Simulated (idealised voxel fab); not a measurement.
process module | voxel air gaps
cross-section cut | 200 nm wide | cells 5 nm
A cross-section is a grid of square cells, given in bands from the top down. A band is one or more rows of cells.
Each band's line starts with the height of the band's top and of its bottom, in nm. Then come its materials from left to right, each with its width in nm. One material with "throughout" fills the band from edge to edge. "air" is empty space.
Height 0 is the level under which the wafer as received is all one material. The lowest band goes on downwards, as in "0 down".
A width such as "30 to 40" changes by the same amount from each row of cells to the next, from the band's top row to its bottom row.
"no change" after a step means that no cell of the cross-section changed.
closed voids: empty space of 8 cells or more with no open way to the top, each as width x height at its distance from the left edge, in nm
after a step's settings: what the simulator itself notes on the step
overlay nm, on a step with a mask: how far to the right of its planned place the mask lay; to the left if negative
Each pair below shows a cross-section before one step and the cross-section after it, down to the lowest band that changed. The line under each pair gives the step between them, with its settings. The pairs can come from different runs of this module on the same starting wafer, so a pair continues from the pair above only where its "before" says so.
before
  0 down: Si throughout
  closed voids: none
after
  15 to 0: SiO2 throughout
  below 0: unchanged
  closed voids: none
the step between: op CONFORMAL_DEP | material SiO2 | thk nm 15
before: the cross-section after the pair above
after
  20 to 15: SiN throughout
  below 15: unchanged
  closed voids: none
the step between: op CONFORMAL_DEP | material SiN | thk nm 5
before: the cross-section after the pair above
after
  55 to 20: SiO2 throughout
  below 20: unchanged
  closed voids: none
the step between: op DIRECTIONAL_DEP | material SiO2 | thk nm 35
before: the cross-section after the pair above
after
  70 to 55: aC throughout
  below 55: unchanged
  closed voids: none
the step between: op DIRECTIONAL_DEP | material aC | thk nm 15
before: the cross-section after the pair above
after
  105 to 70: resist 50 | air 15 | resist 25 | air 15 | resist 25 | air 15 | resist 55
  below 70: unchanged
  closed voids: none
the step between: op PATTERN | tone open | mask id LINES | material resist | width nm 15 | pitch nm 40 | thk nm 35 | overlay nm 0
before: the cross-section after the pair above
after
  90 to 70: resist 50 | air 15 | resist 25 | air 15 | resist 25 | air 15 | resist 55
  70 to 55: aC 50 | air 15 | aC 25 | air 15 | aC 25 | air 15 | aC 55
  below 55: unchanged
  closed voids: none
the step between: op DIRECTIONAL_ETCH | etch materials aC | depth nm 15
before: the cross-section after the pair above
after
  70 to 55: aC 50 | air 15 | aC 25 | air 15 | aC 25 | air 15 | aC 55
  below 55: unchanged
  closed voids: none
the step between: op STRIP | etch materials resist
before: the cross-section after the pair above
after
  70 to 55: aC 50 | air 15 | aC 25 | air 15 | aC 25 | air 15 | aC 55
  55 to 20: SiO2 50 | air 15 | SiO2 25 | air 15 | SiO2 25 | air 15 | SiO2 55
  below 20: unchanged
  closed voids: none
the step between: op DIRECTIONAL_ETCH | etch materials SiO2 | depth nm 35
before: the cross-section after the pair above
after
  55 to 20: SiO2 50 | air 15 | SiO2 25 | air 15 | SiO2 25 | air 15 | SiO2 55
  below 20: unchanged
  closed voids: none
the step between: op STRIP | etch materials aC
before: the cross-section after the pair above
after
  60 to 55: TiN 55 | air 5 | TiN 35 | air 5 | TiN 35 | air 5 | TiN 60
  55 to 25: SiO2 50 | TiN 5 | air 5 | TiN 5 | SiO2 25 | TiN 5 | air 5 | TiN 5 | SiO2 25 | TiN 5 | air 5 | TiN 5 | SiO2 55
  25 to 20: SiO2 50 | TiN 15 | SiO2 25 | TiN 15 | SiO2 25 | TiN 15 | SiO2 55
  below 20: unchanged
  closed voids: none
the step between: op CONFORMAL_DEP | material TiN | thk nm 5
before: the cross-section after the pair above
after
  65 to 60: W throughout
  60 to 55: TiN 55 | W 5 | TiN 35 | W 5 | TiN 35 | W 5 | TiN 60
  55 to 25: SiO2 50 | TiN 5 | W 5 | TiN 5 | SiO2 25 | TiN 5 | W 5 | TiN 5 | SiO2 25 | TiN 5 | W 5 | TiN 5 | SiO2 55
  below 25: unchanged
  closed voids: none
the step between: op FILL_DEP | material W | thk nm 5
before: the cross-section after the pair above
after
  55 to 25: SiO2 50 | TiN 5 | W 5 | TiN 5 | SiO2 25 | TiN 5 | W 5 | TiN 5 | SiO2 25 | TiN 5 | W 5 | TiN 5 | SiO2 55
  below 25: unchanged
  closed voids: none
the step between: op CMP | height nm 55
before: the cross-section after the pair above
after
  65 to 55: air 40 | Ru 35 | air 5 | Ru 35 | air 5 | Ru 35 | air 45
  below 55: unchanged
  closed voids: none
the step between: op EPI | material Ru | thk nm 10
before: the cross-section after the pair above
after
  65 to 55: air 40 | Ru 35 | air 5 | Ru 35 | air 5 | Ru 35 | air 45
  55 to 25: air 50 | TiN 5 | W 5 | TiN 5 | air 25 | TiN 5 | W 5 | TiN 5 | air 25 | TiN 5 | W 5 | TiN 5 | air 55
  25 to 20: air 50 | TiN 15 | air 25 | TiN 15 | air 25 | TiN 15 | air 55
  below 20: unchanged
  closed voids: none
the step between: op SELECTIVE_ETCH | etch materials SiO2 | depth nm 45
before: the cross-section after the pair above
after
  70 to 65: air 35 | SiCN 125 | air 40
  65 to 55: air 35 | SiCN 5 | Ru 35 | SiCN 5 | Ru 35 | SiCN 5 | Ru 35 | SiCN 5 | air 40
  55 to 50: air 35 | SiCN 15 | TiN 5 | W 5 | TiN 5 | SiCN 25 | TiN 5 | W 5 | TiN 5 | SiCN 25 | TiN 5 | W 5 | TiN 5 | SiCN 15 | air 40
  50 to 25: air 45 | SiCN 5 | TiN 5 | W 5 | TiN 5 | SiCN 5 | air 15 | SiCN 5 | TiN 5 | W 5 | TiN 5 | SiCN 5 | air 15 | SiCN 5 | TiN 5 | W 5 | TiN 5 | SiCN 5 | air 50
  25 to 20: SiCN 50 | TiN 15 | SiCN 25 | TiN 15 | SiCN 25 | TiN 15 | SiCN 55
  below 20: unchanged
  closed voids: 15 x 25 at 70; 15 x 25 at 110
the step between: op CONFORMAL_DEP | material SiCN | thk nm 5
before
  15 to 0: SiO2 throughout
  0 down: Si throughout
  closed voids: none
after
  30 to 0: SiO2 throughout
  below 0: unchanged
  closed voids: none
the step between: op CONFORMAL_DEP | material SiO2 | thk nm 15
before: the cross-section after the pair above
after
  35 to 30: SiN throughout
  below 30: unchanged
  closed voids: none
the step between: op CONFORMAL_DEP | material SiN | thk nm 5
before: the cross-section after the pair above
after
  70 to 35: SiO2 throughout
  below 35: unchanged
  closed voids: none
the step between: op DIRECTIONAL_DEP | material SiO2 | thk nm 35
before: the cross-section after the pair above
after
  85 to 70: aC throughout
  below 70: unchanged
  closed voids: none
the step between: op DIRECTIONAL_DEP | material aC | thk nm 15
before: the cross-section after the pair above
after
  120 to 85: resist 50 | air 15 | resist 25 | air 15 | resist 25 | air 15 | resist 55
  below 85: unchanged
  closed voids: none
the step between: op PATTERN | tone open | mask id LINES | material resist | width nm 15 | pitch nm 40 | thk nm 35 | overlay nm 0
before: the cross-section after the pair above
after
  105 to 85: resist 50 | air 15 | resist 25 | air 15 | resist 25 | air 15 | resist 55
  85 to 70: aC 50 | air 15 | aC 25 | air 15 | aC 25 | air 15 | aC 55
  below 70: unchanged
  closed voids: none
the step between: op DIRECTIONAL_ETCH | etch materials aC | depth nm 15
before: the cross-section after the pair above
after
  85 to 70: aC 50 | air 15 | aC 25 | air 15 | aC 25 | air 15 | aC 55
  below 70: unchanged
  closed voids: none
the step between: op STRIP | etch materials resist
before: the cross-section after the pair above
after
  85 to 70: aC 50 | air 15 | aC 25 | air 15 | aC 25 | air 15 | aC 55
  70 to 35: SiO2 50 | air 15 | SiO2 25 | air 15 | SiO2 25 | air 15 | SiO2 55
  below 35: unchanged
  closed voids: none
the step between: op DIRECTIONAL_ETCH | etch materials SiO2 | depth nm 35
before: the cross-section after the pair above
after
  70 to 35: SiO2 50 | air 15 | SiO2 25 | air 15 | SiO2 25 | air 15 | SiO2 55
  below 35: unchanged
  closed voids: none
the step between: op STRIP | etch materials aC
before: the cross-section after the pair above
after
  75 to 70: TiN 55 | air 5 | TiN 35 | air 5 | TiN 35 | air 5 | TiN 60
  70 to 40: SiO2 50 | TiN 5 | air 5 | TiN 5 | SiO2 25 | TiN 5 | air 5 | TiN 5 | SiO2 25 | TiN 5 | air 5 | TiN 5 | SiO2 55
  40 to 35: SiO2 50 | TiN 15 | SiO2 25 | TiN 15 | SiO2 25 | TiN 15 | SiO2 55
  below 35: unchanged
  closed voids: none
the step between: op CONFORMAL_DEP | material TiN | thk nm 5
before: the cross-section after the pair above
after
  80 to 75: W throughout
  75 to 70: TiN 55 | W 5 | TiN 35 | W 5 | TiN 35 | W 5 | TiN 60
  70 to 40: SiO2 50 | TiN 5 | W 5 | TiN 5 | SiO2 25 | TiN 5 | W 5 | TiN 5 | SiO2 25 | TiN 5 | W 5 | TiN 5 | SiO2 55
  below 40: unchanged
  closed voids: none
the step between: op FILL_DEP | material W | thk nm 5
before: the cross-section after the pair above
after
  55 to 40: SiO2 50 | TiN 5 | W 5 | TiN 5 | SiO2 25 | TiN 5 | W 5 | TiN 5 | SiO2 25 | TiN 5 | W 5 | TiN 5 | SiO2 55
  below 40: unchanged
  closed voids: none
the step between: op CMP | height nm 55
before: the cross-section after the pair above
after
  65 to 55: air 40 | Ru 35 | air 5 | Ru 35 | air 5 | Ru 35 | air 45
  below 55: unchanged
  closed voids: none
the step between: op EPI | material Ru | thk nm 10
before: the cross-section after the pair above
after
  65 to 55: air 40 | Ru 35 | air 5 | Ru 35 | air 5 | Ru 35 | air 45
  55 to 40: air 50 | TiN 5 | W 5 | TiN 5 | air 25 | TiN 5 | W 5 | TiN 5 | air 25 | TiN 5 | W 5 | TiN 5 | air 55
  40 to 35: air 50 | TiN 15 | air 25 | TiN 15 | air 25 | TiN 15 | air 55
  below 35: unchanged
  closed voids: none
the step between: op SELECTIVE_ETCH | etch materials SiO2 | depth nm 45
before: the cross-section after the pair above
after
  70 to 65: air 35 | SiCN 125 | air 40
  65 to 55: air 35 | SiCN 5 | Ru 35 | SiCN 5 | Ru 35 | SiCN 5 | Ru 35 | SiCN 5 | air 40
  55 to 50: air 35 | SiCN 15 | TiN 5 | W 5 | TiN 5 | SiCN 25 | TiN 5 | W 5 | TiN 5 | SiCN 25 | TiN 5 | W 5 | TiN 5 | SiCN 15 | air 40
  50 to 40: air 45 | SiCN 5 | TiN 5 | W 5 | TiN 5 | SiCN 5 | air 15 | SiCN 5 | TiN 5 | W 5 | TiN 5 | SiCN 5 | air 15 | SiCN 5 | TiN 5 | W 5 | TiN 5 | SiCN 5 | air 50
  40 to 35: SiCN 50 | TiN 15 | SiCN 25 | TiN 15 | SiCN 25 | TiN 15 | SiCN 55
  below 35: unchanged
  closed voids: none
the step between: op CONFORMAL_DEP | material SiCN | thk nm 5
before
  15 to 0: SiO2 throughout
  0 down: Si throughout
  closed voids: none
after
  50 to 0: SiO2 throughout
  below 0: unchanged
  closed voids: none
the step between: op DIRECTIONAL_DEP | material SiO2 | thk nm 35
before: the cross-section after the pair above
after
  55 to 50: SiN throughout
  below 50: unchanged
  closed voids: none
the step between: op CONFORMAL_DEP | material SiN | thk nm 5
before: the cross-section after the pair above
after
  70 to 55: aC throughout
  below 55: unchanged
  closed voids: none
the step between: op DIRECTIONAL_DEP | material aC | thk nm 15
before: the cross-section after the pair above
after
  105 to 70: resist 50 | air 15 | resist 25 | air 15 | resist 25 | air 15 | resist 55
  below 70: unchanged
  closed voids: none
the step between: op PATTERN | tone open | mask id LINES | material resist | width nm 15 | pitch nm 40 | thk nm 35 | overlay nm 0
before: the cross-section after the pair above
after
  90 to 70: resist 50 | air 15 | resist 25 | air 15 | resist 25 | air 15 | resist 55
  70 to 55: aC 50 | air 15 | aC 25 | air 15 | aC 25 | air 15 | aC 55
  below 55: unchanged
  closed voids: none
the step between: op DIRECTIONAL_ETCH | etch materials aC | depth nm 15
before: the cross-section after the pair above
after
  70 to 55: aC 50 | air 15 | aC 25 | air 15 | aC 25 | air 15 | aC 55
  below 55: unchanged
  closed voids: none
the step between: op STRIP | etch materials resist
before: the cross-section after the pair above
after
  55 to 50: SiN throughout
  below 50: unchanged
  closed voids: none
the step between: op STRIP | etch materials aC
before: the cross-section after the pair above
after
  60 to 55: TiN throughout
  below 55: unchanged
  closed voids: none
the step between: op CONFORMAL_DEP | material TiN | thk nm 5
before: the cross-section after the pair above
after
  65 to 60: W throughout
  below 60: unchanged
  closed voids: none
the step between: op FILL_DEP | material W | thk nm 5
before: the cross-section after the pair above
after
  55 to 50: SiN throughout
  below 50: unchanged
  closed voids: none
the step between: op CMP | height nm 55
before: the cross-section after the pair above
after
  60 to 55: SiCN throughout
  below 55: unchanged
  closed voids: none
the step between: op CONFORMAL_DEP | material SiCN | thk nm 5
before
  20 to 15: SiN throughout
  15 to 0: SiO2 throughout
  0 down: Si throughout
  closed voids: none
after
  50 to 20: SiO2 throughout
  below 20: unchanged
  closed voids: none
the step between: op DIRECTIONAL_DEP | material SiO2 | thk nm 30
before: the cross-section after the pair above
after
  65 to 50: aC throughout
  below 50: unchanged
  closed voids: none
the step between: op DIRECTIONAL_DEP | material aC | thk nm 15
before: the cross-section after the pair above
after
  100 to 65: resist 50 | air 15 | resist 25 | air 15 | resist 25 | air 15 | resist 55
  below 65: unchanged
  closed voids: none
the step between: op PATTERN | tone open | mask id LINES | material resist | width nm 15 | pitch nm 40 | thk nm 35 | overlay nm 0
before: the cross-section after the pair above
after
  85 to 65: resist 50 | air 15 | resist 25 | air 15 | resist 25 | air 15 | resist 55
  65 to 50: aC 50 | air 15 | aC 25 | air 15 | aC 25 | air 15 | aC 55
  below 50: unchanged
  closed voids: none
the step between: op DIRECTIONAL_ETCH | etch materials aC | depth nm 15
before: the cross-section after the pair above
after
  65 to 50: aC 50 | air 15 | aC 25 | air 15 | aC 25 | air 15 | aC 55
  below 50: unchanged
  closed voids: none
the step between: op STRIP | etch materials resist
before: the cross-section after the pair above
after
  65 to 50: aC 50 | air 15 | aC 25 | air 15 | aC 25 | air 15 | aC 55
  50 to 20: SiO2 50 | air 15 | SiO2 25 | air 15 | SiO2 25 | air 15 | SiO2 55
  below 20: unchanged
  closed voids: none
the step between: op DIRECTIONAL_ETCH | etch materials SiO2 | depth nm 35
before: the cross-section after the pair above
after
  50 to 20: SiO2 50 | air 15 | SiO2 25 | air 15 | SiO2 25 | air 15 | SiO2 55
  below 20: unchanged
  closed voids: none
the step between: op STRIP | etch materials aC
before: the cross-section after the pair above
after
  55 to 50: TiN 55 | air 5 | TiN 35 | air 5 | TiN 35 | air 5 | TiN 60
  50 to 25: SiO2 50 | TiN 5 | air 5 | TiN 5 | SiO2 25 | TiN 5 | air 5 | TiN 5 | SiO2 25 | TiN 5 | air 5 | TiN 5 | SiO2 55
  25 to 20: SiO2 50 | TiN 15 | SiO2 25 | TiN 15 | SiO2 25 | TiN 15 | SiO2 55
  below 20: unchanged
  closed voids: none
the step between: op CONFORMAL_DEP | material TiN | thk nm 5
before: the cross-section after the pair above
after
  60 to 55: W throughout
  55 to 50: TiN 55 | W 5 | TiN 35 | W 5 | TiN 35 | W 5 | TiN 60
  50 to 25: SiO2 50 | TiN 5 | W 5 | TiN 5 | SiO2 25 | TiN 5 | W 5 | TiN 5 | SiO2 25 | TiN 5 | W 5 | TiN 5 | SiO2 55
  below 25: unchanged
  closed voids: none
the step between: op FILL_DEP | material W | thk nm 5
before: the cross-section after the pair above
after
  55 to 50: TiN 55 | W 5 | TiN 35 | W 5 | TiN 35 | W 5 | TiN 60
  below 50: unchanged
  closed voids: none
the step between: op CMP | height nm 55
before: the cross-section after the pair above
after
  65 to 55: Ru throughout
  below 55: unchanged
  closed voids: none
the step between: op EPI | material Ru | thk nm 10
before: the cross-section after the pair above
after
  70 to 65: SiCN throughout
  below 65: unchanged
  closed voids: none
the step between: op CONFORMAL_DEP | material SiCN | thk nm 5
before
  70 to 55: aC throughout
  55 to 20: SiO2 throughout
  20 to 15: SiN throughout
  15 to 0: SiO2 throughout
  0 down: Si throughout
  closed voids: none
after
  105 to 70: resist 45 | air 25 | resist 15 | air 25 | resist 15 | air 25 | resist 50
  below 70: unchanged
  closed voids: none
the step between: op PATTERN | tone open | mask id LINES | material resist | width nm 25 | pitch nm 40 | thk nm 35 | overlay nm 0
before: the cross-section after the pair above
after
  90 to 70: resist 45 | air 25 | resist 15 | air 25 | resist 15 | air 25 | resist 50
  70 to 55: aC 45 | air 25 | aC 15 | air 25 | aC 15 | air 25 | aC 50
  below 55: unchanged
  closed voids: none
the step between: op DIRECTIONAL_ETCH | etch materials aC | depth nm 15
before: the cross-section after the pair above
after
  70 to 55: aC 45 | air 25 | aC 15 | air 25 | aC 15 | air 25 | aC 50
  below 55: unchanged
  closed voids: none
the step between: op STRIP | etch materials resist
before: the cross-section after the pair above
after
  70 to 55: aC 45 | air 25 | aC 15 | air 25 | aC 15 | air 25 | aC 50
  55 to 20: SiO2 45 | air 25 | SiO2 15 | air 25 | SiO2 15 | air 25 | SiO2 50
  below 20: unchanged
  closed voids: none
the step between: op DIRECTIONAL_ETCH | etch materials SiO2 | depth nm 35
before: the cross-section after the pair above
after
  55 to 20: SiO2 45 | air 25 | SiO2 15 | air 25 | SiO2 15 | air 25 | SiO2 50
  below 20: unchanged
  closed voids: none
the step between: op STRIP | etch materials aC
before: the cross-section after the pair above
after
  60 to 55: TiN 50 | air 15 | TiN 25 | air 15 | TiN 25 | air 15 | TiN 55
  55 to 25: SiO2 45 | TiN 5 | air 15 | TiN 5 | SiO2 15 | TiN 5 | air 15 | TiN 5 | SiO2 15 | TiN 5 | air 15 | TiN 5 | SiO2 50
  25 to 20: SiO2 45 | TiN 25 | SiO2 15 | TiN 25 | SiO2 15 | TiN 25 | SiO2 50
  below 20: unchanged
  closed voids: none
the step between: op CONFORMAL_DEP | material TiN | thk nm 5
before: the cross-section after the pair above
after
  65 to 60: W throughout
  60 to 55: TiN 50 | W 15 | TiN 25 | W 15 | TiN 25 | W 15 | TiN 55
  55 to 25: SiO2 45 | TiN 5 | W 15 | TiN 5 | SiO2 15 | TiN 5 | W 15 | TiN 5 | SiO2 15 | TiN 5 | W 15 | TiN 5 | SiO2 50
  below 25: unchanged
  closed voids: none
the step between: op FILL_DEP | material W | thk nm 5
before: the cross-section after the pair above
after
  55 to 25: SiO2 45 | TiN 5 | W 15 | TiN 5 | SiO2 15 | TiN 5 | W 15 | TiN 5 | SiO2 15 | TiN 5 | W 15 | TiN 5 | SiO2 50
  below 25: unchanged
  closed voids: none
the step between: op CMP | height nm 55
before: the cross-section after the pair above
after
  65 to 55: air 35 | Ru 125 | air 40
  below 55: unchanged
  closed voids: none
the step between: op EPI | material Ru | thk nm 10
before: the cross-section after the pair above
after
  65 to 55: air 35 | Ru 125 | air 40
  55 to 25: air 45 | TiN 5 | W 15 | TiN 5 | SiO2 15 | TiN 5 | W 15 | TiN 5 | SiO2 15 | TiN 5 | W 15 | TiN 5 | air 50
  25 to 20: air 45 | TiN 25 | SiO2 15 | TiN 25 | SiO2 15 | TiN 25 | air 50
  below 20: unchanged
  closed voids: none
the step between: op SELECTIVE_ETCH | etch materials SiO2 | depth nm 45
before: the cross-section after the pair above
after
  70 to 65: air 30 | SiCN 135 | air 35
  65 to 55: air 30 | SiCN 5 | Ru 125 | SiCN 5 | air 35
  55 to 50: air 30 | SiCN 15 | TiN 5 | W 15 | TiN 5 | SiO2 15 | TiN 5 | W 15 | TiN 5 | SiO2 15 | TiN 5 | W 15 | TiN 5 | SiCN 15 | air 35
  50 to 25: air 40 | SiCN 5 | TiN 5 | W 15 | TiN 5 | SiO2 15 | TiN 5 | W 15 | TiN 5 | SiO2 15 | TiN 5 | W 15 | TiN 5 | SiCN 5 | air 45
  25 to 20: SiCN 45 | TiN 25 | SiO2 15 | TiN 25 | SiO2 15 | TiN 25 | SiCN 50
  below 20: unchanged
  closed voids: none
the step between: op CONFORMAL_DEP | material SiCN | thk nm 5
before
  70 to 55: aC throughout
  55 to 20: SiO2 throughout
  20 to 15: SiN throughout
  15 to 0: SiO2 throughout
  0 down: Si throughout
  closed voids: none
after
  105 to 70: resist 60 | air 15 | resist 25 | air 15 | resist 25 | air 15 | resist 45
  below 70: unchanged
  closed voids: none
the step between: op PATTERN | tone open | mask id LINES | material resist | width nm 15 | pitch nm 40 | thk nm 35 | overlay nm 10
before: the cross-section after the pair above
after
  90 to 70: resist 60 | air 15 | resist 25 | air 15 | resist 25 | air 15 | resist 45
  70 to 55: aC 60 | air 15 | aC 25 | air 15 | aC 25 | air 15 | aC 45
  below 55: unchanged
  closed voids: none
the step between: op DIRECTIONAL_ETCH | etch materials aC | depth nm 15
before: the cross-section after the pair above
after
  70 to 55: aC 60 | air 15 | aC 25 | air 15 | aC 25 | air 15 | aC 45
  below 55: unchanged
  closed voids: none
the step between: op STRIP | etch materials resist
before: the cross-section after the pair above
after
  70 to 55: aC 60 | air 15 | aC 25 | air 15 | aC 25 | air 15 | aC 45
  55 to 20: SiO2 60 | air 15 | SiO2 25 | air 15 | SiO2 25 | air 15 | SiO2 45
  below 20: unchanged
  closed voids: none
the step between: op DIRECTIONAL_ETCH | etch materials SiO2 | depth nm 35
before: the cross-section after the pair above
after
  55 to 20: SiO2 60 | air 15 | SiO2 25 | air 15 | SiO2 25 | air 15 | SiO2 45
  below 20: unchanged
  closed voids: none
the step between: op STRIP | etch materials aC
before: the cross-section after the pair above
after
  60 to 55: TiN 65 | air 5 | TiN 35 | air 5 | TiN 35 | air 5 | TiN 50
  55 to 25: SiO2 60 | TiN 5 | air 5 | TiN 5 | SiO2 25 | TiN 5 | air 5 | TiN 5 | SiO2 25 | TiN 5 | air 5 | TiN 5 | SiO2 45
  25 to 20: SiO2 60 | TiN 15 | SiO2 25 | TiN 15 | SiO2 25 | TiN 15 | SiO2 45
  below 20: unchanged
  closed voids: none
the step between: op CONFORMAL_DEP | material TiN | thk nm 5
before: the cross-section after the pair above
after
  65 to 60: W throughout
  60 to 55: TiN 65 | W 5 | TiN 35 | W 5 | TiN 35 | W 5 | TiN 50
  55 to 25: SiO2 60 | TiN 5 | W 5 | TiN 5 | SiO2 25 | TiN 5 | W 5 | TiN 5 | SiO2 25 | TiN 5 | W 5 | TiN 5 | SiO2 45
  below 25: unchanged
  closed voids: none
the step between: op FILL_DEP | material W | thk nm 5
before: the cross-section after the pair above
after
  55 to 25: SiO2 60 | TiN 5 | W 5 | TiN 5 | SiO2 25 | TiN 5 | W 5 | TiN 5 | SiO2 25 | TiN 5 | W 5 | TiN 5 | SiO2 45
  below 25: unchanged
  closed voids: none
the step between: op CMP | height nm 55
before: the cross-section after the pair above
after
  65 to 55: air 50 | Ru 35 | air 5 | Ru 35 | air 5 | Ru 35 | air 35
  below 55: unchanged
  closed voids: none
the step between: op EPI | material Ru | thk nm 10
before: the cross-section after the pair above
after
  65 to 55: air 50 | Ru 35 | air 5 | Ru 35 | air 5 | Ru 35 | air 35
  55 to 25: air 60 | TiN 5 | W 5 | TiN 5 | air 25 | TiN 5 | W 5 | TiN 5 | air 25 | TiN 5 | W 5 | TiN 5 | air 45
  25 to 20: air 60 | TiN 15 | air 25 | TiN 15 | air 25 | TiN 15 | air 45
  below 20: unchanged
  closed voids: none
the step between: op SELECTIVE_ETCH | etch materials SiO2 | depth nm 45
before: the cross-section after the pair above
after
  70 to 65: air 45 | SiCN 125 | air 30
  65 to 55: air 45 | SiCN 5 | Ru 35 | SiCN 5 | Ru 35 | SiCN 5 | Ru 35 | SiCN 5 | air 30
  55 to 50: air 45 | SiCN 15 | TiN 5 | W 5 | TiN 5 | SiCN 25 | TiN 5 | W 5 | TiN 5 | SiCN 25 | TiN 5 | W 5 | TiN 5 | SiCN 15 | air 30
  50 to 25: air 55 | SiCN 5 | TiN 5 | W 5 | TiN 5 | SiCN 5 | air 15 | SiCN 5 | TiN 5 | W 5 | TiN 5 | SiCN 5 | air 15 | SiCN 5 | TiN 5 | W 5 | TiN 5 | SiCN 5 | air 40
  25 to 20: SiCN 60 | TiN 15 | SiCN 25 | TiN 15 | SiCN 25 | TiN 15 | SiCN 45
  below 20: unchanged
  closed voids: 15 x 25 at 80; 15 x 25 at 120
the step between: op CONFORMAL_DEP | material SiCN | thk nm 5
before
  65 to 55: air 40 | Ru 35 | air 5 | Ru 35 | air 5 | Ru 35 | air 45
  55 to 25: SiO2 50 | TiN 5 | W 5 | TiN 5 | SiO2 25 | TiN 5 | W 5 | TiN 5 | SiO2 25 | TiN 5 | W 5 | TiN 5 | SiO2 55
  25 to 20: SiO2 50 | TiN 15 | SiO2 25 | TiN 15 | SiO2 25 | TiN 15 | SiO2 55
  20 to 15: SiN throughout
  15 to 0: SiO2 throughout
  0 down: Si throughout
  closed voids: none
after
  55 to 25: SiO2 50 | TiN 5 | W 5 | TiN 5 | SiO2 25 | TiN 5 | W 5 | TiN 5 | SiO2 25 | TiN 5 | W 5 | TiN 5 | SiO2 55
  below 25: unchanged
  closed voids: none
the step between: op SELECTIVE_ETCH | etch materials Ru | depth nm 45
before: the cross-section after the pair above
after
  60 to 55: SiCN throughout
  below 55: unchanged
  closed voids: none
the step between: op CONFORMAL_DEP | material SiCN | thk nm 5
before
  70 to 55: aC throughout
  55 to 20: SiO2 throughout
  20 to 15: SiN throughout
  15 to 0: SiO2 throughout
  0 down: Si throughout
  closed voids: none
after
  105 to 70: air 50 | resist 15 | air 25 | resist 15 | air 25 | resist 15 | air 55
  below 70: unchanged
  closed voids: none
the step between: op PATTERN | tone cover | mask id LINES | material resist | width nm 15 | pitch nm 40 | thk nm 35 | overlay nm 0
before: the cross-section after the pair above
after
  90 to 70: air 50 | resist 15 | air 25 | resist 15 | air 25 | resist 15 | air 55
  70 to 55: air 50 | aC 15 | air 25 | aC 15 | air 25 | aC 15 | air 55
  below 55: unchanged
  closed voids: none
the step between: op DIRECTIONAL_ETCH | etch materials aC | depth nm 15
before: the cross-section after the pair above
after
  70 to 55: air 50 | aC 15 | air 25 | aC 15 | air 25 | aC 15 | air 55
  below 55: unchanged
  closed voids: none
the step between: op STRIP | etch materials resist
before: the cross-section after the pair above
after
  70 to 55: air 50 | aC 15 | air 25 | aC 15 | air 25 | aC 15 | air 55
  55 to 20: air 50 | SiO2 15 | air 25 | SiO2 15 | air 25 | SiO2 15 | air 55
  below 20: unchanged
  closed voids: none
the step between: op DIRECTIONAL_ETCH | etch materials SiO2 | depth nm 35
before: the cross-section after the pair above
after
  55 to 20: air 50 | SiO2 15 | air 25 | SiO2 15 | air 25 | SiO2 15 | air 55
  below 20: unchanged
  closed voids: none
the step between: op STRIP | etch materials aC
before: the cross-section after the pair above
after
  60 to 55: air 45 | TiN 25 | air 15 | TiN 25 | air 15 | TiN 25 | air 50
  55 to 25: air 45 | TiN 5 | SiO2 15 | TiN 5 | air 15 | TiN 5 | SiO2 15 | TiN 5 | air 15 | TiN 5 | SiO2 15 | TiN 5 | air 50
  25 to 20: TiN 50 | SiO2 15 | TiN 25 | SiO2 15 | TiN 25 | SiO2 15 | TiN 55
  below 20: unchanged
  closed voids: none
the step between: op CONFORMAL_DEP | material TiN | thk nm 5
before: the cross-section after the pair above
after
  65 to 60: W throughout
  60 to 55: W 45 | TiN 25 | W 15 | TiN 25 | W 15 | TiN 25 | W 50
  55 to 25: W 45 | TiN 5 | SiO2 15 | TiN 5 | W 15 | TiN 5 | SiO2 15 | TiN 5 | W 15 | TiN 5 | SiO2 15 | TiN 5 | W 50
  below 25: unchanged
  closed voids: none
the step between: op FILL_DEP | material W | thk nm 5
before: the cross-section after the pair above
after
  55 to 25: W 45 | TiN 5 | SiO2 15 | TiN 5 | W 15 | TiN 5 | SiO2 15 | TiN 5 | W 15 | TiN 5 | SiO2 15 | TiN 5 | W 50
  below 25: unchanged
  closed voids: none
the step between: op CMP | height nm 55
before: the cross-section after the pair above
after
  65 to 55: Ru throughout
  below 55: unchanged
  closed voids: none
the step between: op EPI | material Ru | thk nm 10
before: the cross-section after the pair above
after
  70 to 65: SiCN throughout
  below 65: unchanged
  closed voids: none
the step between: op CONFORMAL_DEP | material SiCN | thk nm 5
